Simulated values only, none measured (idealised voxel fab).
Process module, titled voxel self aligned contacts
Square cell edge 5 nm, section width 200 nm, ID cut.
Each cross-section below is a grid of square cells, stated as bands in top-down order, with one or more rows of cells making up each band.
It is stipulated that each band's entry specify, in nanometres, the height of the top of the band and then that of its bottom, followed by the materials of the band in left-to-right sequence, each together with its width in nanometres. A single material marked by the word "all across" is understood to fill the band from edge to edge; the word "empty" is understood to denote empty space.
Height 0 is the level under which the wafer as received is all one material. The lowest band goes on downwards, as in "from 0 down".
The two numbers in a width such as "30 to 40" mark its ends across the band: the first belongs to the top row of cells, the second to the bottom row, and from each row to the next the width moves by the same amount.
"no change" -> step changed no cross-section cell.
Entry "Unvented cavities". Content: empty spaces with no open connection to the top, size 8 cells or greater. Each: width x height at distance. Distance: from left edge. Unit: nm.
after a step's settings: what the simulator itself notes on the step
"overlay nm" answers the question of how far to the right of plan the mask lay on a step that has a mask, and when it is negative the answer is to the left.

Set out below are the planned steps of the process:
- 1: RECEIVE [material Si]
- 2: CONFORMAL_DEP [material SiO2] [thk nm 5]
- 3: DIRECTIONAL_DEP [material polySi] [thk nm 30]
- 4: DIRECTIONAL_DEP [material SiN] [thk nm 20]
- 5: DIRECTIONAL_DEP [material aC] [thk nm 15]
- 6: PATTERN [tone cover] [mask id GATE] [material resist] [width nm 35] [pitch nm 60] [thk nm 35] [overlay nm 0]
- 7: DIRECTIONAL_ETCH [etch materials aC] [depth nm 15]
- 8: STRIP [etch materials resist]
- 9: DIRECTIONAL_ETCH [etch materials SiN] [depth nm 20]
- 10: DIRECTIONAL_ETCH [etch materials polySi] [depth nm 30]
- 11: STRIP [etch materials aC]
- 12: CONFORMAL_DEP [material SiN] [thk nm 5]
- 13: DIRECTIONAL_ETCH [etch materials SiN] [depth nm 5]
- 14: FILL_DEP [material SiO2] [thk nm 15]
- 15: CMP [height nm 60]
- 16: MASKED_ETCH [tone open] [mask id CONTACT] [width nm 45] [pitch nm 60] [etch materials SiO2] [depth nm 60] [overlay nm 0]
- 17: CONFORMAL_DEP [material TiN] [thk nm 5]
- 18: FILL_DEP [material Ru] [thk nm 10]
- 19: CMP [height nm 60]
- 20: CONFORMAL_DEP [material SiCN] [thk nm 5]

First wafer out of two, processed as planned:

Cross-section of the incoming wafer, state after step 1:
  from 0 down: Si all across
  Unvented cavities: none

Step 2 complete: cross-section through the wafer:
  from 5 to 0: SiO2 all across
  Nothing below the height 0 has changed.

Step 3 complete: cross-section through the wafer:
  from 35 to 5: polySi all across
  Nothing below the height 5 has changed.

Step 4 complete: cross-section through the wafer:
  from 55 to 35: SiN all across
  Nothing below the height 35 has changed.

Step 5 complete: cross-section through the wafer:
  from 70 to 55: aC all across
  Nothing below the height 55 has changed.

Step 6 complete: cross-section through the wafer:
  from 105 to 70: empty (20); resist (35); empty (25); resist (35); empty (25); resist (35); empty (25)
  Nothing below the height 70 has changed.

Step 7 complete: cross-section through the wafer:
  from 90 to 70: empty (20); resist (35); empty (25); resist (35); empty (25); resist (35); empty (25)
  from 70 to 55: empty (20); aC (35); empty (25); aC (35); empty (25); aC (35); empty (25)
  Nothing below the height 55 has changed.

Step 8 complete: cross-section through the wafer:
  from 70 to 55: empty (20); aC (35); empty (25); aC (35); empty (25); aC (35); empty (25)
  Nothing below the height 55 has changed.

Step 9 complete: cross-section through the wafer:
  from 70 to 55: empty (20); aC (35); empty (25); aC (35); empty (25); aC (35); empty (25)
  from 55 to 35: empty (20); SiN (35); empty (25); SiN (35); empty (25); SiN (35); empty (25)
  Nothing below the height 35 has changed.

Step 10 complete: cross-section through the wafer:
  from 70 to 55: empty (20); aC (35); empty (25); aC (35); empty (25); aC (35); empty (25)
  from 55 to 35: empty (20); SiN (35); empty (25); SiN (35); empty (25); SiN (35); empty (25)
  from 35 to 5: empty (20); polySi (35); empty (25); polySi (35); empty (25); polySi (35); empty (25)
  Nothing below the height 5 has changed.

Step 11 complete: cross-section through the wafer:
  from 55 to 35: empty (20); SiN (35); empty (25); SiN (35); empty (25); SiN (35); empty (25)
  Nothing below the height 35 has changed.

Step 12 complete: cross-section through the wafer:
  from 60 to 35: empty (15); SiN (45); empty (15); SiN (45); empty (15); SiN (45); empty (20)
  from 35 to 10: empty (15); SiN (5); polySi (35); SiN (5); empty (15); SiN (5); polySi (35); SiN (5); empty (15); SiN (5); polySi (35); SiN (5); empty (20)
  from 10 to 5: SiN (20); polySi (35); SiN (25); polySi (35); SiN (25); polySi (35); SiN (25)
  Nothing below the height 5 has changed.

Step 13 complete: cross-section through the wafer:
  from 55 to 35: empty (15); SiN (45); empty (15); SiN (45); empty (15); SiN (45); empty (20)
  from 35 to 5: empty (15); SiN (5); polySi (35); SiN (5); empty (15); SiN (5); polySi (35); SiN (5); empty (15); SiN (5); polySi (35); SiN (5); empty (20)
  Nothing below the height 5 has changed.

Step 14 complete: cross-section through the wafer:
  from 70 to 55: SiO2 all across
  from 55 to 35: SiO2 (15); SiN (45); SiO2 (15); SiN (45); SiO2 (15); SiN (45); SiO2 (20)
  from 35 to 5: SiO2 (15); SiN (5); polySi (35); SiN (5); SiO2 (15); SiN (5); polySi (35); SiN (5); SiO2 (15); SiN (5); polySi (35); SiN (5); SiO2 (20)
  Nothing below the height 5 has changed.

Step 15 complete: cross-section through the wafer:
  from 60 to 55: SiO2 all across
  Nothing below the height 55 has changed.

Step 16 complete: cross-section through the wafer:
  from 60 to 55: SiO2 (45); empty (45); SiO2 (15); empty (45); SiO2 (50)
  from 55 to 35: SiO2 (15); SiN (45); empty (15); SiN (45); empty (15); SiN (45); SiO2 (20)
  from 35 to 5: SiO2 (15); SiN (5); polySi (35); SiN (5); empty (15); SiN (5); polySi (35); SiN (5); empty (15); SiN (5); polySi (35); SiN (5); SiO2 (20)
  from 5 to 0: SiO2 (60); empty (15); SiO2 (45); empty (15); SiO2 (65)
  Nothing below the height 0 has changed.

Step 17 complete: cross-section through the wafer:
  from 65 to 60: TiN (50); empty (35); TiN (25); empty (35); TiN (55)
  from 60 to 55: SiO2 (45); TiN (20); empty (5); TiN (20); SiO2 (15); TiN (20); empty (5); TiN (20); SiO2 (50)
  from 55 to 35: SiO2 (15); SiN (45); TiN (5); empty (5); TiN (5); SiN (45); TiN (5); empty (5); TiN (5); SiN (45); SiO2 (20)
  from 35 to 5: SiO2 (15); SiN (5); polySi (35); SiN (5); TiN (5); empty (5); TiN (5); SiN (5); polySi (35); SiN (5); TiN (5); empty (5); TiN (5); SiN (5); polySi (35); SiN (5); SiO2 (20)
  from 5 to 0: SiO2 (60); TiN (15); SiO2 (45); TiN (15); SiO2 (65)
  Nothing below the height 0 has changed.

Step 18 complete: cross-section through the wafer:
  from 75 to 65: Ru all across
  from 65 to 60: TiN (50); Ru (35); TiN (25); Ru (35); TiN (55)
  from 60 to 55: SiO2 (45); TiN (20); Ru (5); TiN (20); SiO2 (15); TiN (20); Ru (5); TiN (20); SiO2 (50)
  from 55 to 35: SiO2 (15); SiN (45); TiN (5); Ru (5); TiN (5); SiN (45); TiN (5); Ru (5); TiN (5); SiN (45); SiO2 (20)
  from 35 to 5: SiO2 (15); SiN (5); polySi (35); SiN (5); TiN (5); Ru (5); TiN (5); SiN (5); polySi (35); SiN (5); TiN (5); Ru (5); TiN (5); SiN (5); polySi (35); SiN (5); SiO2 (20)
  Nothing below the height 5 has changed.

Step 19 complete: cross-section through the wafer:
  from 60 to 55: SiO2 (45); TiN (20); Ru (5); TiN (20); SiO2 (15); TiN (20); Ru (5); TiN (20); SiO2 (50)
  Nothing below the height 55 has changed.

Step 20 complete: cross-section through the wafer:
  from 65 to 60: SiCN all across
  Nothing below the height 60 has changed.

Wafer two of the pair: same origin, same plan, one error during the run; identical to wafer one up to and including step 11:

Here is the second wafer in cross-section at the point where step 12 of the plan should have been done:
  from 50 to 35: empty (20); SiN (35); empty (25); SiN (35); empty (25); SiN (35); empty (25)
  Nothing below the height 35 has changed.

Here is the second wafer in cross-section at the point where step 13 of the plan should have been done:
  from 55 to 35: empty (15); SiN (45); empty (15); SiN (45); empty (15); SiN (45); empty (20)
  from 35 to 10: empty (15); SiN (5); polySi (35); SiN (5); empty (15); SiN (5); polySi (35); SiN (5); empty (15); SiN (5); polySi (35); SiN (5); empty (20)
  from 10 to 5: SiN (20); polySi (35); SiN (25); polySi (35); SiN (25); polySi (35); SiN (25)
  Nothing below the height 5 has changed.

Here is the second wafer in cross-section at the point where step 14 of the plan should have been done:
  from 70 to 55: SiO2 all across
  from 55 to 35: SiO2 (15); SiN (45); SiO2 (15); SiN (45); SiO2 (15); SiN (45); SiO2 (20)
  from 35 to 10: SiO2 (15); SiN (5); polySi (35); SiN (5); SiO2 (15); SiN (5); polySi (35); SiN (5); SiO2 (15); SiN (5); polySi (35); SiN (5); SiO2 (20)
  Nothing below the height 10 has changed.

Here is the second wafer in cross-section at the point where step 15 of the plan should have been done:
  from 60 to 55: SiO2 all across
  Nothing below the height 55 has changed.

Here is the second wafer in cross-section at the point where step 16 of the plan should have been done:
  from 60 to 55: SiO2 (45); empty (45); SiO2 (15); empty (45); SiO2 (50)
  from 55 to 35: SiO2 (15); SiN (45); empty (15); SiN (45); empty (15); SiN (45); SiO2 (20)
  from 35 to 10: SiO2 (15); SiN (5); polySi (35); SiN (5); empty (15); SiN (5); polySi (35); SiN (5); empty (15); SiN (5); polySi (35); SiN (5); SiO2 (20)
  Nothing below the height 10 has changed.

Here is the second wafer in cross-section at the point where step 17 of the plan should have been done:
  from 65 to 60: TiN (50); empty (35); TiN (25); empty (35); TiN (55)
  from 60 to 55: SiO2 (45); TiN (20); empty (5); TiN (20); SiO2 (15); TiN (20); empty (5); TiN (20); SiO2 (50)
  from 55 to 35: SiO2 (15); SiN (45); TiN (5); empty (5); TiN (5); SiN (45); TiN (5); empty (5); TiN (5); SiN (45); SiO2 (20)
  from 35 to 15: SiO2 (15); SiN (5); polySi (35); SiN (5); TiN (5); empty (5); TiN (5); SiN (5); polySi (35); SiN (5); TiN (5); empty (5); TiN (5); SiN (5); polySi (35); SiN (5); SiO2 (20)
  from 15 to 10: SiO2 (15); SiN (5); polySi (35); SiN (5); TiN (15); SiN (5); polySi (35); SiN (5); TiN (15); SiN (5); polySi (35); SiN (5); SiO2 (20)
  Nothing below the height 10 has changed.

Here is the second wafer in cross-section at the point where step 18 of the plan should have been done:
  from 75 to 65: Ru all across
  from 65 to 60: TiN (50); Ru (35); TiN (25); Ru (35); TiN (55)
  from 60 to 55: SiO2 (45); TiN (20); Ru (5); TiN (20); SiO2 (15); TiN (20); Ru (5); TiN (20); SiO2 (50)
  from 55 to 35: SiO2 (15); SiN (45); TiN (5); Ru (5); TiN (5); SiN (45); TiN (5); Ru (5); TiN (5); SiN (45); SiO2 (20)
  from 35 to 15: SiO2 (15); SiN (5); polySi (35); SiN (5); TiN (5); Ru (5); TiN (5); SiN (5); polySi (35); SiN (5); TiN (5); Ru (5); TiN (5); SiN (5); polySi (35); SiN (5); SiO2 (20)
  Nothing below the height 15 has changed.

Here is the second wafer in cross-section at the point where step 19 of the plan should have been done:
  from 60 to 55: SiO2 (45); TiN (20); Ru (5); TiN (20); SiO2 (15); TiN (20); Ru (5); TiN (20); SiO2 (50)
  Nothing below the height 55 has changed.

Here is the second wafer in cross-section at the point where step 20 of the plan should have been done:
  from 65 to 60: SiCN all across
  Nothing below the height 60 has changed.
The plan and the run diverged here: note: step 12 <-> step 13, run order reversed vs plan
Upon completion, the second wafer contains, in terms of cells, a greater or smaller amount of certain materials than the first wafer: -4 Ru, +13 SiN, -1 SiO2, -8 TiN
